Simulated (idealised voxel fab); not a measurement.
Process module name: voxel released beams
The figure presents cross-section cut, which has a width of 255 nm and is divided into square cells with an edge length of 5 nm.
Think of the cross-section as a grid of square cells. We describe it in bands, top to bottom, and each band covers one or more rows of those cells. A band entry consists of two parts. The first gives the height of the band's top and the height of its bottom, in nm. The rest lists the band's materials from left to right, each with its width in nm. A single material labelled with the word "edge to edge" fills the band from edge to edge, and the word "blank" marks empty space. Where do heights start? At 0: under that level the wafer as delivered is made of one material only. And the lowest band has no floor; it just carries on downward, as in "0 -> down". The two numbers in a width such as "30 to 40" mark its ends across the band: the first belongs to the top row of cells, the second to the bottom row, and from each row to the next the width moves by the same amount. Step marked "nothing altered"? Then no cell in the cross-section changed in it. Entry "Closed-off voids" = empty spaces >= 8 cells with no open way to the top; each as width x height at distance, distance from left edge, all nm. Note: text after step settings on the step line = simulator remark on that step. Each step line may optionally specify "overlay nm", which for a step with a mask gives the rightward distance between the mask's planned place and where it lay, a negative value indicating the leftward direction.

-- Steps planned for the process
1) RECEIVE with material Si
2) CONFORMAL_DEP with material SiN, thk nm 5
3) DIRECTIONAL_DEP with material SiO2, thk nm 15
4) DIRECTIONAL_DEP with material aC, thk nm 10
5) PATTERN with tone open, mask id ANCHOR, material resist, width nm 35, thk nm 30, overlay nm 0
6) DIRECTIONAL_ETCH with etch materials aC, depth nm 10
7) STRIP with etch materials resist
8) DIRECTIONAL_ETCH with etch materials SiO2, depth nm 15
9) STRIP with etch materials aC
10) CONFORMAL_DEP with material TiN, thk nm 15
11) DIRECTIONAL_DEP with material aC, thk nm 10
12) PATTERN with tone cover, mask id BEAM, material resist, width nm 80, thk nm 25, overlay nm -15
13) DIRECTIONAL_ETCH with etch materials aC, depth nm 10
14) STRIP with etch materials resist
15) DIRECTIONAL_ETCH with etch materials TiN, depth nm 15
16) STRIP with etch materials aC
17) STRIP with etch materials SiO2
The wafers in this document start out alike and differ in the overlay nm applied at step 12; the plan shows the value used for the first wafer.

-- Cross-section of the first of several received wafers, showing its state after step 1
- 0 -> down | Si edge to edge
- Closed-off voids: none

-- First wafer of several, cross-section, module end, after step 17 (last)
- 35 -> 20 | 70 nm blank  35 nm TiN  5 nm blank  40 nm TiN  105 nm blank
- 20 -> 5 | 90 nm blank  35 nm TiN  130 nm blank
- 5 -> 0 | SiN edge to edge
- 0 -> down | Si edge to edge
- Closed-off voids: none

-- last wafer at the end
- 35 -> 20 | 100 nm blank  5 nm TiN  5 nm blank  70 nm TiN  75 nm blank
- 20 -> 5 | 90 nm blank  35 nm TiN  130 nm blank
- 5 -> 0 | SiN edge to edge
- 0 -> down | Si edge to edge
- Closed-off voids: none

-- The following table contains a row per wafer, in which are reported, at the conclusion of the module, the cells of each material gained (+) or lost (-) since the wafer's receipt, with its closed voids given thereafter
overlay nm -15; +51 SiN; +66 TiN; Closed-off voids: none
overlay nm -10; +51 SiN; +66 TiN; Closed-off voids: none
overlay nm -5; +51 SiN; +66 TiN; Closed-off voids: none
overlay nm 0; +51 SiN; +66 TiN; Closed-off voids: none
overlay nm 5; +51 SiN; +66 TiN; Closed-off voids: none
overlay nm 10; +51 SiN; +66 TiN; Closed-off voids: none
overlay nm 15; +51 SiN; +66 TiN; Closed-off voids: none
